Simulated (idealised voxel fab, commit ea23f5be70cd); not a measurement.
The name of this process module is voxel capacitor over wiring.
Cross-sectional view cut (width: 250 nm; square cell size: 5 nm).
Format of a cross-section: grid, square cells. Given as bands. Order: top down. Band: one or more rows of cells.
Basically the band line says how high the top is and how high the bottom is, in nm, and then what's in it from left to right, every material with its width in nm. Empty space shows up as "blank", and if a single material carries "full width" it runs the full band edge to edge.
Beneath 0, the wafer as received is one material, and that level is where height counting begins. The lowest band goes on downward without a bottom; it is written like "from 0 down".
It should be noted that a width expressed as "30 to 40" varies in equal increments from row to row of cells within the band, taking the value of the first number at the top row and that of the second number at the bottom row.
Any step labelled "nothing changed" changed none of the cells in the cross-section.
"Enclosed void list" contains a list of empty spaces, each no smaller than 8 cells and without an open way to the top, written in the form width x height at distance with the distance from the left edge and all three in nm.
Formally, on a step line, whatever follows the settings is a remark that the simulator itself makes on the step.
overlay nm: mask offset rightward from planned place, masked step; negative means leftward offset.
## Planned process steps
| 1 | op RECEIVE | material Si |
| 2 | op CONFORMAL_DEP | material SiO2 | thk nm 10 |
| 3 | op DIRECTIONAL_DEP | material TiN | thk nm 5 |
| 4 | op DIRECTIONAL_DEP | material Ru | thk nm 25 |
| 5 | op PATTERN | tone cover | mask id METAL_1 | material resist | width nm 30 | pitch nm 80 | thk nm 20 | overlay nm 0 |
| 6 | op DIRECTIONAL_ETCH | etch materials Ru | depth nm 25 |
| 7 | op DIRECTIONAL_ETCH | etch materials TiN | depth nm 5 |
| 8 | op STRIP | etch materials resist |
| 9 | op CONFORMAL_DEP | material SiN | thk nm 5 |
| 10 | op FILL_DEP | material SiO2 | thk nm 10 |
| 11 | op CMP | height nm 40 |
| 12 | op CONFORMAL_DEP | material SiCN | thk nm 5 |
| 13 | op DIRECTIONAL_DEP | material SiO2 | thk nm 15 |
| 14 | op PATTERN | tone open | mask id PLUG_1 | material resist | width nm 15 | thk nm 20 | overlay nm 0 |
| 15 | op DIRECTIONAL_ETCH | etch materials SiO2 | depth nm 15 |
| 16 | op DIRECTIONAL_ETCH | etch materials SiCN | depth nm 5 |
| 17 | op STRIP | etch materials resist |
| 18 | op CONFORMAL_DEP | material TiN | thk nm 5 |
| 19 | op FILL_DEP | material Cu | thk nm 5 |
| 20 | op CMP | height nm 60 |
| 21 | op DIRECTIONAL_DEP | material TiN | thk nm 5 |
| 22 | op DIRECTIONAL_DEP | material SiN | thk nm 5 |
| 23 | op DIRECTIONAL_DEP | material TiN | thk nm 10 |
| 24 | op PATTERN | tone cover | mask id UPPER_PLATE | material resist | width nm 55 | thk nm 20 | overlay nm 0 |
| 25 | op DIRECTIONAL_ETCH | etch materials TiN | depth nm 10 |
| 26 | op DIRECTIONAL_ETCH | etch materials SiN | depth nm 5 |
| 27 | op STRIP | etch materials resist |
| 28 | op PATTERN | tone cover | mask id LOWER_PLATE | material resist | width nm 65 | thk nm 15 | overlay nm 0 |
| 29 | op DIRECTIONAL_ETCH | etch materials TiN | depth nm 5 |
| 30 | op STRIP | etch materials resist |
| 31 | op FILL_DEP | material SiO2 | thk nm 20 |
| 32 | op CMP | height nm 95 |
| 33 | op DIRECTIONAL_DEP | material aC | thk nm 15 |
| 34 | op PATTERN | tone open | mask id PLUG_2 | material resist | width nm 15 | thk nm 35 | overlay nm 0 |
| 35 | op DIRECTIONAL_ETCH | etch materials aC | depth nm 15 |
| 36 | op STRIP | etch materials resist |
| 37 | op DIRECTIONAL_ETCH | etch materials SiO2 | depth nm 15 |
| 38 | op STRIP | etch materials aC |
| 39 | op CONFORMAL_DEP | material TiN | thk nm 5 |
| 40 | op FILL_DEP | material W | thk nm 10 |
| 41 | op CMP | height nm 95 |
| 42 | op CONFORMAL_DEP | material SiN | thk nm 5 |
## Wafer cross-section on receipt, i.e. after step 1
* from 0 down  Si full width
* Enclosed void list: none
## Run as planned - first of the two wafers cross-sectioned at the end of the module
* from 100 to 95  SiN full width
* from 95 to 85  95 SiO2 | 5 TiN | 5 W | 5 TiN | 140 SiO2
* from 85 to 80  95 SiO2 | 15 TiN | 140 SiO2
* from 80 to 70  85 SiO2 | 55 TiN | 110 SiO2
* from 70 to 65  85 SiO2 | 55 SiN | 110 SiO2
* from 65 to 60  80 SiO2 | 65 TiN | 105 SiO2
* from 60 to 45  85 SiO2 | 5 TiN | 5 Cu | 5 TiN | 150 SiO2
* from 45 to 40  85 SiCN | 15 TiN | 150 SiCN
* from 40 to 15  65 SiO2 | 5 SiN | 30 Ru | 5 SiN | 40 SiO2 | 5 SiN | 30 Ru | 5 SiN | 65 SiO2
* from 15 to 10  70 SiN | 30 TiN | 50 SiN | 30 TiN | 70 SiN
* from 10 to 0  SiO2 full width
* from 0 down  Si full width
* Enclosed void list: none
## Cross-section, second wafer: same start as the first, same plan as the first, one mistake in running it; taken at the end of the module
* from 100 to 95  SiN full width
* from 95 to 85  95 SiO2 | 5 TiN | 5 W | 5 TiN | 140 SiO2
* from 85 to 80  95 SiO2 | 15 TiN | 140 SiO2
* from 80 to 70  85 SiO2 | 55 TiN | 110 SiO2
* from 70 to 65  85 SiO2 | 55 SiN | 110 SiO2
* from 65 to 60  80 SiO2 | 65 TiN | 105 SiO2
* from 60 to 45  85 SiO2 | 5 TiN | 5 Cu | 5 TiN | 150 SiO2
* from 45 to 40  85 SiCN | 15 TiN | 150 SiCN
* from 40 to 35  65 SiO2 | 40 SiN | 40 SiO2 | 40 SiN | 65 SiO2
* from 35 to 15  65 SiO2 | 5 SiN | 30 Ru | 5 SiN | 40 SiO2 | 5 SiN | 30 Ru | 5 SiN | 65 SiO2
* from 15 to 10  70 SiN | 30 Ru | 50 SiN | 30 Ru | 70 SiN
* from 10 to 0  SiO2 full width
* from 0 down  Si full width
* Enclosed void list: none
Nonconformance to the process plan: step 3 was dropped from the plan's execution and never run
Looking at both finished wafers in cells, the second ends up ahead of or behind the first on some materials: +12 SiN, -12 TiN
